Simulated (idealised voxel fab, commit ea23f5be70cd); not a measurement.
process module | voxel wiring stack
cross-section cut | 265 nm wide | cells 5 nm
A cross-section is a grid of square cells, given in bands from the top down. A band is one or more rows of cells.
Each band's line starts with the height of the band's top and of its bottom, in nm. Then come its materials from left to right, each with its width in nm. One material with "throughout" fills the band from edge to edge. "air" is empty space.
Height 0 is the level under which the wafer as received is all one material. The lowest band goes on downwards, as in "0 down".
A width such as "30 to 40" changes by the same amount from each row of cells to the next, from the band's top row to its bottom row.
"no change" after a step means that no cell of the cross-section changed.
closed voids: empty space of 8 cells or more with no open way to the top, each as width x height at its distance from the left edge, in nm
after a step's settings: what the simulator itself notes on the step
overlay nm, on a step with a mask: how far to the right of its planned place the mask lay; to the left if negative
plan
1 op RECEIVE | material Si
2 op CONFORMAL_DEP | material SiO2 | thk nm 10
3 op DIRECTIONAL_DEP | material TiN | thk nm 5
4 op DIRECTIONAL_DEP | material W | thk nm 25
5 op PATTERN | tone cover | mask id METAL_1 | material resist | width nm 30 | pitch nm 55 | thk nm 15 | overlay nm 0
6 op DIRECTIONAL_ETCH | etch materials W | depth nm 25
7 op DIRECTIONAL_ETCH | etch materials TiN | depth nm 5
8 op STRIP | etch materials resist
9 op FILL_DEP | material SiO2 | thk nm 10
10 op CMP | height nm 40
11 op CONFORMAL_DEP | material SiCN | thk nm 5
12 op DIRECTIONAL_DEP | material SiO2 | thk nm 30
13 op PATTERN | tone open | mask id METAL_2_HOLES | material resist | width nm 15 | pitch nm 55 | thk nm 20 | overlay nm 0
14 op DIRECTIONAL_ETCH | etch materials SiO2 | depth nm 30
15 op STRIP | etch materials resist
16 op DIRECTIONAL_DEP | material aC | thk nm 15
17 op PATTERN | tone open | mask id METAL_2 | material resist | width nm 30 | pitch nm 55 | thk nm 35 | overlay nm 0
18 op DIRECTIONAL_ETCH | etch materials aC | depth nm 15
19 op STRIP | etch materials resist
20 op DIRECTIONAL_ETCH | etch materials SiO2 | depth nm 20
21 op DIRECTIONAL_ETCH | etch materials SiCN | depth nm 5
22 op STRIP | etch materials aC
23 op CONFORMAL_DEP | material TiN | thk nm 5
24 op FILL_DEP | material Ru | thk nm 5
25 op CMP | height nm 75
26 op CONFORMAL_DEP | material SiCN | thk nm 5
27 op DIRECTIONAL_DEP | material lowk | thk nm 10
28 op MASKED_ETCH | tone open | mask id PLUG_2 | width nm 15 | pitch nm 110 | etch materials lowk | depth nm 10 | overlay nm 0
29 op MASKED_ETCH | tone open | mask id PLUG_2 | width nm 15 | pitch nm 110 | etch materials SiCN | depth nm 5 | overlay nm 0
30 op CONFORMAL_DEP | material TiN | thk nm 5
31 op FILL_DEP | material Cu | thk nm 10
32 op CMP | height nm 90
33 op DIRECTIONAL_DEP | material TiN | thk nm 5
34 op DIRECTIONAL_DEP | material Ru | thk nm 25
35 op MASKED_ETCH | tone cover | mask id METAL_3 | width nm 30 | pitch nm 55 | etch materials Ru | depth nm 25 | overlay nm 0
36 op MASKED_ETCH | tone cover | mask id METAL_3 | width nm 30 | pitch nm 55 | etch materials TiN | depth nm 5 | overlay nm 0
37 op CONFORMAL_DEP | material SiN | thk nm 5
38 op FILL_DEP | material lowk | thk nm 5
39 op CMP | height nm 120
40 op CONFORMAL_DEP | material SiN | thk nm 5
as received, after step 1
  0 down: Si throughout
  closed voids: none
first wafer at the end, as planned
  125 to 120: SiN throughout
  120 to 95: lowk 30 | SiN 5 | Ru 30 | SiN 5 | lowk 15 | SiN 5 | Ru 30 | SiN 5 | lowk 15 | SiN 5 | Ru 30 | SiN 5 | lowk 15 | SiN 5 | Ru 30 | SiN 5 | lowk 30
  95 to 90: SiN 35 | TiN 30 | SiN 25 | TiN 30 | SiN 25 | TiN 30 | SiN 25 | TiN 30 | SiN 35
  90 to 80: lowk 35 | TiN 5 | Cu 5 | TiN 5 | lowk 95 | TiN 5 | Cu 5 | TiN 5 | lowk 105
  80 to 75: SiCN 35 | TiN 15 | SiCN 95 | TiN 15 | SiCN 105
  75 to 60: SiO2 35 | TiN 5 | Ru 20 | TiN 5 | SiO2 25 | TiN 5 | Ru 20 | TiN 5 | SiO2 25 | TiN 5 | Ru 20 | TiN 5 | SiO2 25 | TiN 5 | Ru 20 | TiN 5 | SiO2 35
  60 to 55: SiO2 35 | TiN 5 | Ru 5 | TiN 20 | SiO2 25 | TiN 5 | Ru 5 | TiN 20 | SiO2 25 | TiN 5 | Ru 5 | TiN 20 | SiO2 25 | TiN 5 | Ru 5 | TiN 20 | SiO2 35
  55 to 45: SiO2 35 | TiN 5 | Ru 5 | TiN 5 | SiO2 40 | TiN 5 | Ru 5 | TiN 5 | SiO2 40 | TiN 5 | Ru 5 | TiN 5 | SiO2 40 | TiN 5 | Ru 5 | TiN 5 | SiO2 50
  45 to 40: SiCN 35 | TiN 15 | SiCN 40 | TiN 15 | SiCN 40 | TiN 15 | SiCN 40 | TiN 15 | SiCN 50
  40 to 15: SiO2 35 | W 30 | SiO2 25 | W 30 | SiO2 25 | W 30 | SiO2 25 | W 30 | SiO2 35
  15 to 10: SiO2 35 | TiN 30 | SiO2 25 | TiN 30 | SiO2 25 | TiN 30 | SiO2 25 | TiN 30 | SiO2 35
  10 to 0: SiO2 throughout
  0 down: Si throughout
  closed voids: none
second wafer at the end: like start, like plan, one mistake
  125 to 120: SiN throughout
  120 to 95: lowk 30 | SiN 5 | Ru 30 | SiN 5 | lowk 15 | SiN 5 | Ru 30 | SiN 5 | lowk 15 | SiN 5 | Ru 30 | SiN 5 | lowk 15 | SiN 5 | Ru 30 | SiN 5 | lowk 30
  95 to 90: SiN 35 | TiN 30 | SiN 25 | TiN 30 | SiN 25 | TiN 30 | SiN 25 | TiN 30 | SiN 35
  90 to 85: SiCN 35 | TiN 15 | SiCN 95 | TiN 15 | SiCN 105
  85 to 75: lowk throughout
  75 to 60: SiO2 35 | TiN 5 | Ru 20 | TiN 5 | SiO2 25 | TiN 5 | Ru 20 | TiN 5 | SiO2 25 | TiN 5 | Ru 20 | TiN 5 | SiO2 25 | TiN 5 | Ru 20 | TiN 5 | SiO2 35
  60 to 55: SiO2 35 | TiN 5 | Ru 5 | TiN 20 | SiO2 25 | TiN 5 | Ru 5 | TiN 20 | SiO2 25 | TiN 5 | Ru 5 | TiN 20 | SiO2 25 | TiN 5 | Ru 5 | TiN 20 | SiO2 35
  55 to 45: SiO2 35 | TiN 5 | Ru 5 | TiN 5 | SiO2 40 | TiN 5 | Ru 5 | TiN 5 | SiO2 40 | TiN 5 | Ru 5 | TiN 5 | SiO2 40 | TiN 5 | Ru 5 | TiN 5 | SiO2 50
  45 to 40: SiCN 35 | TiN 15 | SiCN 40 | TiN 15 | SiCN 40 | TiN 15 | SiCN 40 | TiN 15 | SiCN 50
  40 to 15: SiO2 35 | W 30 | SiO2 25 | W 30 | SiO2 25 | W 30 | SiO2 25 | W 30 | SiO2 35
  15 to 10: SiO2 35 | TiN 30 | SiO2 25 | TiN 30 | SiO2 25 | TiN 30 | SiO2 25 | TiN 30 | SiO2 35
  10 to 0: SiO2 throughout
  0 down: Si throughout
  closed voids: none
what went wrong: steps 26 and 27 were swapped
at the end the second wafer has, in cells: 4 fewer of Cu | 8 fewer of TiN | 12 more of lowk
